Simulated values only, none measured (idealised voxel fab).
Documented hereafter: the process module known as voxel tone inversion.
This is section cut - it's 290 nm across, gridded in 5 nm square cells.
How to read a cross-section here: the picture is a grid of square cells, written as bands going from the top down, and any band can span one or more rows of cells. Within each band entry, the heights of the top and of the bottom of the band appear first, in that order and in nm; the materials of the band then follow from left to right, each with its corresponding width in nm. The designation "everywhere" on a single material indicates that it fills the band from edge to edge; the designation "blank" indicates empty space. Convention: height 0 is the level below which the wafer, as received, is all one material. The lowest band does not terminate at the bottom but continues downward, represented as "z 0 and below". A two-number width, for instance "30 to 40", indicates that the width is equal to the first number in the top row of the band and to the second number in the bottom row, and that it changes by a constant amount per row of cells. "no alteration" means the step left every cell of the cross-section as it was. Reported under the label "Completely enclosed voids" are the empty spaces having no open way to the top and comprising 8 cells or more; the notation for each is width x height at distance, in which the distance is measured from the left edge and all three values are in nm. Post-settings text on a step line: simulator's own remark regarding the step. What "overlay nm" on a step's line means: if the step has a mask, that mask lay this far to the right of its planned place, or, when the value is negative, to the left.
### Set out below are the planned steps of the process
1) RECEIVE with material Si
2) CONFORMAL_DEP with material SiCN, thk nm 10
3) DIRECTIONAL_DEP with material polySi, thk nm 15
4) PATTERN with tone cover, mask id POSTS, material resist, width nm 25, pitch nm 45, thk nm 25, overlay nm 0
5) DIRECTIONAL_ETCH with etch materials polySi, depth nm 15
6) STRIP with etch materials resist
7) FILL_DEP with material lowk, thk nm 5
8) CMP with height nm 25
9) STRIP with etch materials polySi
### Run as planned: first of two wafers
### Received-state cross-section, reflecting completion of step 1
z 0 and below: Si everywhere
Completely enclosed voids: none
### Wafer xsec, post step 2
z 10 to 0: SiCN everywhere
Below a height of 0, the structure has not been altered.
### Wafer xsec, post step 3
z 25 to 10: polySi everywhere
Below a height of 10, the structure has not been altered.
### Wafer xsec, post step 4
z 50 to 25: blank: 65, resist: 25, blank: 20, resist: 25, blank: 20, resist: 25, blank: 20, resist: 25, blank: 65
Below a height of 25, the structure has not been altered.
### Wafer xsec, post step 5
z 50 to 25: blank: 65, resist: 25, blank: 20, resist: 25, blank: 20, resist: 25, blank: 20, resist: 25, blank: 65
z 25 to 10: blank: 65, polySi: 25, blank: 20, polySi: 25, blank: 20, polySi: 25, blank: 20, polySi: 25, blank: 65
Below a height of 10, the structure has not been altered.
### Wafer xsec, post step 6
z 25 to 10: blank: 65, polySi: 25, blank: 20, polySi: 25, blank: 20, polySi: 25, blank: 20, polySi: 25, blank: 65
Below a height of 10, the structure has not been altered.
### Wafer xsec, post step 7
z 30 to 25: lowk everywhere
z 25 to 10: lowk: 65, polySi: 25, lowk: 20, polySi: 25, lowk: 20, polySi: 25, lowk: 20, polySi: 25, lowk: 65
Below a height of 10, the structure has not been altered.
### Wafer xsec, post step 8
z 25 to 10: lowk: 65, polySi: 25, lowk: 20, polySi: 25, lowk: 20, polySi: 25, lowk: 20, polySi: 25, lowk: 65
Below a height of 10, the structure has not been altered.
### Wafer xsec, post step 9
z 25 to 10: lowk: 65, blank: 25, lowk: 20, blank: 25, lowk: 20, blank: 25, lowk: 20, blank: 25, lowk: 65
Below a height of 10, the structure has not been altered.
### It is to be noted that the second wafer proceeded from the same initial state and according to the same plan as the first, although one mistake was committed in its execution; through step 3, inclusive, the two wafers share an identical history
### Planned end of step 4: second wafer, cross-section
z 50 to 25: blank: 60, resist: 25, blank: 20, resist: 25, blank: 20, resist: 25, blank: 20, resist: 25, blank: 70
Below a height of 25, the structure has not been altered.
### Planned end of step 5: second wafer, cross-section
z 50 to 25: blank: 60, resist: 25, blank: 20, resist: 25, blank: 20, resist: 25, blank: 20, resist: 25, blank: 70
z 25 to 10: blank: 60, polySi: 25, blank: 20, polySi: 25, blank: 20, polySi: 25, blank: 20, polySi: 25, blank: 70
Below a height of 10, the structure has not been altered.
### Planned end of step 6: second wafer, cross-section
z 25 to 10: blank: 60, polySi: 25, blank: 20, polySi: 25, blank: 20, polySi: 25, blank: 20, polySi: 25, blank: 70
Below a height of 10, the structure has not been altered.
### Planned end of step 7: second wafer, cross-section
z 30 to 25: lowk everywhere
z 25 to 10: lowk: 60, polySi: 25, lowk: 20, polySi: 25, lowk: 20, polySi: 25, lowk: 20, polySi: 25, lowk: 70
Below a height of 10, the structure has not been altered.
### Planned end of step 8: second wafer, cross-section
z 25 to 10: lowk: 60, polySi: 25, lowk: 20, polySi: 25, lowk: 20, polySi: 25, lowk: 20, polySi: 25, lowk: 70
Below a height of 10, the structure has not been altered.
### Planned end of step 9: second wafer, cross-section
z 25 to 10: lowk: 60, blank: 25, lowk: 20, blank: 25, lowk: 20, blank: 25, lowk: 20, blank: 25, lowk: 70
Below a height of 10, the structure has not been altered.
Run error: off-plan run, step 4, actual operation and settings PATTERN with tone cover, mask id POSTS, material resist, width nm 25, pitch nm 45, thk nm 25, overlay nm -5
When the process is done, the second wafer contains the same cell count of every material as the first wafer, but distributed over other locations.
